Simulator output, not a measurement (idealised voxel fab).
Process module heading - voxel lift off
Cross-section cut spans 300 nm and uses square cells 5 nm in size.
Cross-section spec: square-cell grid; bands listed top down; each band is one or more rows. Band: top height; bottom height; in nm. Then, left to right: material with width in nm, for each material. "throughout": a single material spanning edge to edge. "air": empty space. A quick word on heights: they are counted from 0, and under that level the wafer as it came to us is one material throughout. The lowest band is different from the rest in having no bottom; it simply continues downward, written as in "0 -> down". Think of "30 to 40" as a width that walks from the first number to the second as you go down the band, top row to bottom row, taking equal-sized steps from row to row. "remained unchanged", as given for a step, is the statement that not any cell of the cross-section underwent a change during that step. The label "Unvented cavities" introduces a list of the empty spaces, 8 cells or larger, that have no open way up to the top; each entry in it reads width x height at distance, where the distance is taken from the left edge and all three are stated in nm. Step line, after settings: the simulator's comment on this step. A step's line can hold "overlay nm"; with a mask on that step, the setting says how far right of the planned place the mask lay, while a negative setting says it lay to the left.
THE FOLLOWING LIST GIVES THE PLANNED PROCESS STEPS
1) op RECEIVE | material Si
2) op CONFORMAL_DEP | material SiN | thk nm 5
3) op PATTERN | tone open | mask id LINES | material resist | width nm 25 | pitch nm 45 | thk nm 15 | overlay nm 0
4) op DIRECTIONAL_DEP | material Ru | thk nm 5
5) op STRIP | etch materials resist
6) op CONFORMAL_DEP | material SiCN | thk nm 5
Keep in mind the plan's value for the thk nm of step 2 comes from the first wafer; the wafers don't share that setting, but they do share the same starting point.
FIRST WAFER OF SEVERAL, AS RECEIVED: CROSS-SECTION AFTER STEP 1
  0 -> down: Si throughout
  Unvented cavities: none
DEPICTED HERE IS THE FIRST OF SEVERAL WAFERS IN CROSS-SECTION, AT MODULE COMPLETION FOLLOWING THE LAST STEP, STEP 6
  15 -> 10: air 65 / SiCN 35 / air 10 / SiCN 35 / air 10 / SiCN 35 / air 10 / SiCN 35 / air 65
  10 -> 5: SiCN 70 / Ru 25 / SiCN 20 / Ru 25 / SiCN 20 / Ru 25 / SiCN 20 / Ru 25 / SiCN 70
  5 -> 0: SiN throughout
  0 -> down: Si throughout
  Unvented cavities: none
LAST WAFER, END OF MODULE, CROSS-SECTION
  35 -> 30: air 65 / SiCN 35 / air 10 / SiCN 35 / air 10 / SiCN 35 / air 10 / SiCN 35 / air 65
  30 -> 25: SiCN 70 / Ru 25 / SiCN 20 / Ru 25 / SiCN 20 / Ru 25 / SiCN 20 / Ru 25 / SiCN 70
  25 -> 0: SiN throughout
  0 -> down: Si throughout
  Unvented cavities: none
BASICALLY EACH WAFER GETS A LINE IN THE TABLE, SHOWING IT AT THE END OF THE MODULE: MATERIAL BY MATERIAL, THE CELLS IT GAINED (+) OR LOST (-) SINCE WE GOT IT, THEN ITS CLOSED VOIDS
thk nm 5; +20 Ru; +68 SiCN; +60 SiN; Unvented cavities: none
thk nm 10; +20 Ru; +68 SiCN; +120 SiN; Unvented cavities: none
thk nm 15; +20 Ru; +68 SiCN; +180 SiN; Unvented cavities: none
thk nm 20; +20 Ru; +68 SiCN; +240 SiN; Unvented cavities: none
thk nm 25; +20 Ru; +68 SiCN; +300 SiN; Unvented cavities: none
